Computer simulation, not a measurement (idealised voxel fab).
Presented below is a process module, voxel transistor to metal.
Cross-section cut spans 295 nm and uses square cells 5 nm in size.
This document writes a cross-section as a grid whose cells are square, and gives it as bands, listed from the top down; one or more rows of cells form a band.
First you get the band's top height and its bottom height, in nm, and then the materials it's made of, left to right, with each width in nm. If you see a single material with "everywhere", that one covers the band edge to edge. "air" is empty space.
Convention: height 0 is the level below which the wafer, as received, is all one material. The lowest band does not terminate at the bottom but continues downward, represented as "0 -> down".
Quick explanation for "30->40": the width changes in equal steps down the rows of cells, from the first number in the band's top row to the second number in its bottom row.
"nothing was modified" for a step: no cell of the cross-section changed in that step.
"Closed void catalog" means: voids of 8 cells or more that are shut off from the top with no open way through. Written width x height at distance, distance from the left edge, in nm.
If you see something after the settings on a step's line, that's the simulator's own remark about that step.
overlay nm: how far to the right of its planned place the mask lay on this masked step (negative: to the left).
[plan]
1) RECEIVE (material Si)
2) OXIDIZE (depth nm 5)
3) CONFORMAL_DEP (material SiN; thk nm 10)
4) MASKED_ETCH (tone cover; mask id ACTIVE; width nm 105; pitch nm 125; etch materials SiN; depth nm 10; overlay nm 0)
5) MASKED_ETCH (tone cover; mask id ACTIVE; width nm 105; pitch nm 125; etch materials SiO2; depth nm 5; overlay nm 0)
6) MASKED_ETCH (tone cover; mask id ACTIVE; width nm 105; pitch nm 125; etch materials Si; depth nm 35; overlay nm 0)
7) OXIDIZE (depth nm 5)
8) FILL_DEP (material SiO2; thk nm 10)
9) CMP (height nm 10)
10) SELECTIVE_ETCH (etch materials SiO2; depth nm 5)
11) STRIP (etch materials SiN)
12) SELECTIVE_ETCH (etch materials SiO2; depth nm 5)
13) OXIDIZE (depth nm 5)
14) DIRECTIONAL_DEP (material polySi; thk nm 25)
15) DIRECTIONAL_DEP (material SiCN; thk nm 10)
16) DIRECTIONAL_DEP (material aC; thk nm 10)
17) PATTERN (tone cover; mask id GATE; material resist; width nm 35; pitch nm 125; thk nm 25; overlay nm 0)
18) DIRECTIONAL_ETCH (etch materials aC; depth nm 10)
19) STRIP (etch materials resist)
20) DIRECTIONAL_ETCH (etch materials SiCN; depth nm 20)
21) DIRECTIONAL_ETCH (etch materials polySi; depth nm 35)
22) STRIP (etch materials aC)
23) CONFORMAL_DEP (material SiN; thk nm 10)
24) DIRECTIONAL_ETCH (etch materials SiN; depth nm 10)
25) DIRECTIONAL_ETCH (etch materials SiO2; depth nm 5)
26) DIRECTIONAL_ETCH (etch materials Si; depth nm 10)
27) EPI (material nSi; thk nm 15)
28) FILL_DEP (material SiO2; thk nm 5)
29) CMP (height nm 20)
30) STRIP (etch materials polySi)
31) SELECTIVE_ETCH (etch materials SiO2; depth nm 5)
32) CONFORMAL_DEP (material HfO2; thk nm 5)
33) CONFORMAL_DEP (material TiN; thk nm 5)
34) FILL_DEP (material W; thk nm 5)
35) CMP (height nm 15)
36) DIRECTIONAL_DEP (material SiO2; thk nm 10)
37) DIRECTIONAL_DEP (material aC; thk nm 15)
38) PATTERN (tone open; mask id CONTACT; material resist; width nm 15; thk nm 35; overlay nm 0)
39) DIRECTIONAL_ETCH (etch materials aC; depth nm 15)
40) STRIP (etch materials resist)
41) DIRECTIONAL_ETCH (etch materials SiO2; depth nm 30)
42) STRIP (etch materials aC)
43) CONFORMAL_DEP (material TiN; thk nm 5)
44) FILL_DEP (material W; thk nm 10)
45) CMP (height nm 25)
46) DIRECTIONAL_DEP (material TiN; thk nm 5)
47) DIRECTIONAL_DEP (material W; thk nm 20)
48) DIRECTIONAL_DEP (material aC; thk nm 10)
49) PATTERN (tone cover; mask id METAL_1; material resist; width nm 15; thk nm 25; overlay nm 0)
50) DIRECTIONAL_ETCH (etch materials aC; depth nm 10)
51) STRIP (etch materials resist)
52) DIRECTIONAL_ETCH (etch materials W; depth nm 20)
53) DIRECTIONAL_ETCH (etch materials TiN; depth nm 5)
54) STRIP (etch materials aC)
55) FILL_DEP (material SiO2; thk nm 5)
56) CMP (height nm 50)
57) CONFORMAL_DEP (material SiCN; thk nm 5)
58) DIRECTIONAL_DEP (material SiO2; thk nm 30)
59) DIRECTIONAL_DEP (material aC; thk nm 10)
60) PATTERN (tone open; mask id METAL_2; material resist; width nm 15; pitch nm 125; thk nm 30; overlay nm 0)
61) DIRECTIONAL_ETCH (etch materials aC; depth nm 10)
62) STRIP (etch materials resist)
63) DIRECTIONAL_ETCH (etch materials SiO2; depth nm 20)
64) STRIP (etch materials aC)
65) DIRECTIONAL_DEP (material aC; thk nm 15)
66) PATTERN (tone open; mask id METAL_2_HOLES; material resist; width nm 15; pitch nm 125; thk nm 30; overlay nm 0)
67) DIRECTIONAL_ETCH (etch materials aC; depth nm 15)
68) STRIP (etch materials resist)
69) DIRECTIONAL_ETCH (etch materials SiO2; depth nm 10)
70) DIRECTIONAL_ETCH (etch materials SiCN; depth nm 5)
71) STRIP (etch materials aC)
72) CONFORMAL_DEP (material TiN; thk nm 5)
73) FILL_DEP (material Ru; thk nm 10)
74) CMP (height nm 85)
75) CONFORMAL_DEP (material SiN; thk nm 5)
[as received, after step 1]
- 0 -> down: Si everywhere
- Closed void catalog: none
[The first of the two wafers as seen in cross-section once the module was finished; processing followed the plan]
- 90 -> 85: SiN everywhere
- 85 -> 55: 35 of SiO2  5 of TiN  5 of Ru  5 of TiN  110 of SiO2  5 of TiN  5 of Ru  5 of TiN  120 of SiO2
- 55 -> 50: 35 of SiCN  15 of TiN  110 of SiCN  15 of TiN  120 of SiCN
- 50 -> 30: 35 of SiO2  15 of W  65 of SiO2  15 of W  30 of SiO2  15 of W  65 of SiO2  15 of W  40 of SiO2
- 30 -> 25: 35 of SiO2  15 of TiN  65 of SiO2  15 of TiN  30 of SiO2  15 of TiN  65 of SiO2  15 of TiN  40 of SiO2
- 25 -> 15: 35 of SiO2  5 of TiN  5 of W  5 of TiN  65 of SiO2  5 of TiN  5 of W  5 of TiN  30 of SiO2  5 of TiN  5 of W  5 of TiN  65 of SiO2  5 of TiN  5 of W  5 of TiN  40 of SiO2
- 15 -> 10: 35 of SiO2  5 of TiN  5 of W  5 of TiN  5 of SiO2  10 of SiN  5 of HfO2  5 of TiN  15 of W  5 of TiN  5 of HfO2  10 of SiN  5 of SiO2  5 of TiN  5 of W  5 of TiN  30 of SiO2  5 of TiN  5 of W  5 of TiN  5 of SiO2  10 of SiN  5 of HfO2  5 of TiN  15 of W  5 of TiN  5 of HfO2  10 of SiN  5 of SiO2  5 of TiN  5 of W  5 of TiN  40 of SiO2
- 10 -> 5: 35 of SiO2  15 of TiN  5 of SiO2  10 of SiN  5 of HfO2  5 of TiN  15 of W  5 of TiN  5 of HfO2  10 of SiN  5 of SiO2  15 of TiN  30 of SiO2  15 of TiN  5 of SiO2  10 of SiN  5 of HfO2  5 of TiN  15 of W  5 of TiN  5 of HfO2  10 of SiN  5 of SiO2  15 of TiN  40 of SiO2
- 5 -> 0: 35 of SiO2  5 of TiN  15 of nSi  10 of SiN  5 of HfO2  5 of TiN  15 of W  5 of TiN  5 of HfO2  10 of SiN  15 of nSi  5 of TiN  30 of SiO2  5 of TiN  15 of nSi  10 of SiN  5 of HfO2  5 of TiN  15 of W  5 of TiN  5 of HfO2  10 of SiN  15 of nSi  5 of TiN  40 of SiO2
- 0 -> -5: 25 of SiO2  10 of SiN  5 of TiN  15 of nSi  10 of SiN  5 of HfO2  25 of TiN  5 of HfO2  10 of SiN  15 of nSi  5 of TiN  10 of SiN  10 of SiO2  10 of SiN  5 of TiN  15 of nSi  10 of SiN  5 of HfO2  25 of TiN  5 of HfO2  10 of SiN  15 of nSi  5 of TiN  10 of SiN  30 of SiO2
- -5 -> -10: 35 of SiO2  20 of nSi  5 of SiO2  45 of HfO2  5 of SiO2  20 of nSi  30 of SiO2  20 of nSi  5 of SiO2  45 of HfO2  5 of SiO2  20 of nSi  40 of SiO2
- -10 -> -20: 35 of SiO2  20 of nSi  55 of Si  20 of nSi  30 of SiO2  20 of nSi  55 of Si  20 of nSi  40 of SiO2
- -20 -> -45: 35 of SiO2  95 of Si  30 of SiO2  95 of Si  40 of SiO2
- -45 -> down: Si everywhere
- Closed void catalog: none
[Cross-sectional view: second of two wafers, end of module; start and plan identical to the first, one mistake in running]
- 90 -> 85: SiN everywhere
- 85 -> 55: 35 of SiO2  5 of TiN  5 of Ru  5 of TiN  110 of SiO2  5 of TiN  5 of Ru  5 of TiN  120 of SiO2
- 55 -> 50: 35 of SiCN  15 of TiN  110 of SiCN  15 of TiN  120 of SiCN
- 50 -> 30: 35 of SiO2  15 of W  65 of SiO2  15 of W  30 of SiO2  15 of W  65 of SiO2  15 of W  40 of SiO2
- 30 -> 25: 35 of SiO2  15 of TiN  65 of SiO2  15 of TiN  30 of SiO2  15 of TiN  65 of SiO2  15 of TiN  40 of SiO2
- 25 -> 15: 35 of SiO2  5 of TiN  5 of W  5 of TiN  65 of SiO2  5 of TiN  5 of W  5 of TiN  30 of SiO2  5 of TiN  5 of W  5 of TiN  65 of SiO2  5 of TiN  5 of W  5 of TiN  40 of SiO2
- 15 -> 10: 35 of SiO2  5 of TiN  5 of W  5 of TiN  5 of SiO2  10 of SiN  5 of TiN  5 of HfO2  15 of W  5 of HfO2  5 of TiN  10 of SiN  5 of SiO2  5 of TiN  5 of W  5 of TiN  30 of SiO2  5 of TiN  5 of W  5 of TiN  5 of SiO2  10 of SiN  5 of TiN  5 of HfO2  15 of W  5 of HfO2  5 of TiN  10 of SiN  5 of SiO2  5 of TiN  5 of W  5 of TiN  40 of SiO2
- 10 -> 5: 35 of SiO2  15 of TiN  5 of SiO2  10 of SiN  5 of TiN  5 of HfO2  15 of W  5 of HfO2  5 of TiN  10 of SiN  5 of SiO2  15 of TiN  30 of SiO2  15 of TiN  5 of SiO2  10 of SiN  5 of TiN  5 of HfO2  15 of W  5 of HfO2  5 of TiN  10 of SiN  5 of SiO2  15 of TiN  40 of SiO2
- 5 -> 0: 35 of SiO2  5 of TiN  15 of nSi  10 of SiN  5 of TiN  5 of HfO2  15 of W  5 of HfO2  5 of TiN  10 of SiN  15 of nSi  5 of TiN  30 of SiO2  5 of TiN  15 of nSi  10 of SiN  5 of TiN  5 of HfO2  15 of W  5 of HfO2  5 of TiN  10 of SiN  15 of nSi  5 of TiN  40 of SiO2
- 0 -> -5: 25 of SiO2  10 of SiN  5 of TiN  15 of nSi  10 of SiN  5 of TiN  25 of HfO2  5 of TiN  10 of SiN  15 of nSi  5 of TiN  10 of SiN  10 of SiO2  10 of SiN  5 of TiN  15 of nSi  10 of SiN  5 of TiN  25 of HfO2  5 of TiN  10 of SiN  15 of nSi  5 of TiN  10 of SiN  30 of SiO2
- -5 -> -10: 35 of SiO2  20 of nSi  5 of SiO2  45 of TiN  5 of SiO2  20 of nSi  30 of SiO2  20 of nSi  5 of SiO2  45 of TiN  5 of SiO2  20 of nSi  40 of SiO2
- -10 -> -20: 35 of SiO2  20 of nSi  55 of Si  20 of nSi  30 of SiO2  20 of nSi  55 of Si  20 of nSi  40 of SiO2
- -20 -> -45: 35 of SiO2  95 of Si  30 of SiO2  95 of Si  40 of SiO2
- -45 -> down: Si everywhere
- Closed void catalog: none
Plan not followed: steps 32 and 33 were swapped
Wafer comparison, final, in cells, second relative to first, materials more or fewer: HfO2 -12; TiN +12
